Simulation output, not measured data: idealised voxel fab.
Title: Process Module voxel ribs on slabs
Pictured: cross-section cut, 185 nm wide, on a grid of 5 nm square cells.
The cross-sections in this document take the form of a grid made of square cells. They are written out as bands, in order from top to bottom. Each band consists of one or more rows of cells.
Within each band entry, the heights of the top and of the bottom of the band appear first, in that order and in nm; the materials of the band then follow from left to right, each with its corresponding width in nm. The designation "all across" on a single material indicates that it fills the band from edge to edge; the designation "air" indicates empty space.
A quick word on heights: they are counted from 0, and under that level the wafer as it came to us is one material throughout. The lowest band is different from the rest in having no bottom; it simply continues downward, written as in "0 down".
Quick explanation for "30..40": the width changes in equal steps down the rows of cells, from the first number in the band's top row to the second number in its bottom row.
Step note "remained the same" = no cross-section cell changed.
If an empty space has no open way to the top and is at least 8 cells in size, "Trapped cavities" lists it, written width x height at distance, where distance is measured from the left edge and every value is in nm.
The remark found on a step's line after its settings is issued by the simulator itself and pertains to that step.
overlay nm: on a step with a mask, how far right of its planned place the mask lay; negative means left.

### The steps planned for the process are as follows
1: RECEIVE | material Si
2: DIRECTIONAL_DEP | material SiO2 | thk nm 25
3: DIRECTIONAL_DEP | material SiN | thk nm 15
4: PATTERN | tone cover | mask id RIB | material resist | width nm 30 | thk nm 15 | overlay nm 0
5: DIRECTIONAL_ETCH | etch materials SiN | depth nm 5
6: STRIP | etch materials resist
7: DIRECTIONAL_DEP | material aC | thk nm 10
8: PATTERN | tone cover | mask id SLAB | material resist | width nm 60 | thk nm 25 | overlay nm 0
9: DIRECTIONAL_ETCH | etch materials aC | depth nm 10
10: STRIP | etch materials resist
11: DIRECTIONAL_ETCH | etch materials SiN | depth nm 10
12: STRIP | etch materials aC
13: FILL_DEP | material SiO2 | thk nm 25
14: CMP | height nm 60
15: DIRECTIONAL_DEP | material W | thk nm 5
16: PATTERN | tone cover | mask id HEATER | material resist | width nm 40 | thk nm 15 | overlay nm 0
17: DIRECTIONAL_ETCH | etch materials W | depth nm 5
18: STRIP | etch materials resist
19: CONFORMAL_DEP | material SiN | thk nm 10

### Incoming wafer, cross-sectional view, post step 1
* 0 down: Si all across
* Trapped cavities: none

### First wafer of two, sectioned at end of module; run went per plan
* 75 to 70: air: 60 | SiN: 60 | air: 65
* 70 to 65: SiN all across
* 65 to 60: SiN: 70 | W: 40 | SiN: 75
* 60 to 40: SiO2 all across
* 40 to 35: SiO2: 75 | SiN: 30 | SiO2: 80
* 35 to 25: SiO2: 60 | SiN: 60 | SiO2: 65
* 25 to 0: SiO2 all across
* 0 down: Si all across
* Trapped cavities: none

### End of module, second wafer, cross-section. Started like the first, planned like the first, run with one mistake
* 75 to 70: air: 60 | SiN: 60 | air: 65
* 70 to 65: SiN all across
* 65 to 60: SiN: 70 | W: 40 | SiN: 75
* 60 to 40: SiO2 all across
* 40 to 35: SiO2: 60 | SiN: 15 | SiO2: 30 | SiN: 15 | SiO2: 65
* 35 to 30: SiO2: 60 | SiN: 60 | SiO2: 65
* 30 to 25: SiN all across
* 25 to 0: SiO2 all across
* 0 down: Si all across
* Trapped cavities: none
Here's what went sideways: heads up, step 4 didn't go per plan, it actually ran as PATTERN | tone open | mask id RIB | material resist | width nm 30 | thk nm 15 | overlay nm 0
Once processing is complete, comparing cell counts shows that the second wafer has more or fewer of certain materials than the first: SiN: 25 more, SiO2: 25 fewer
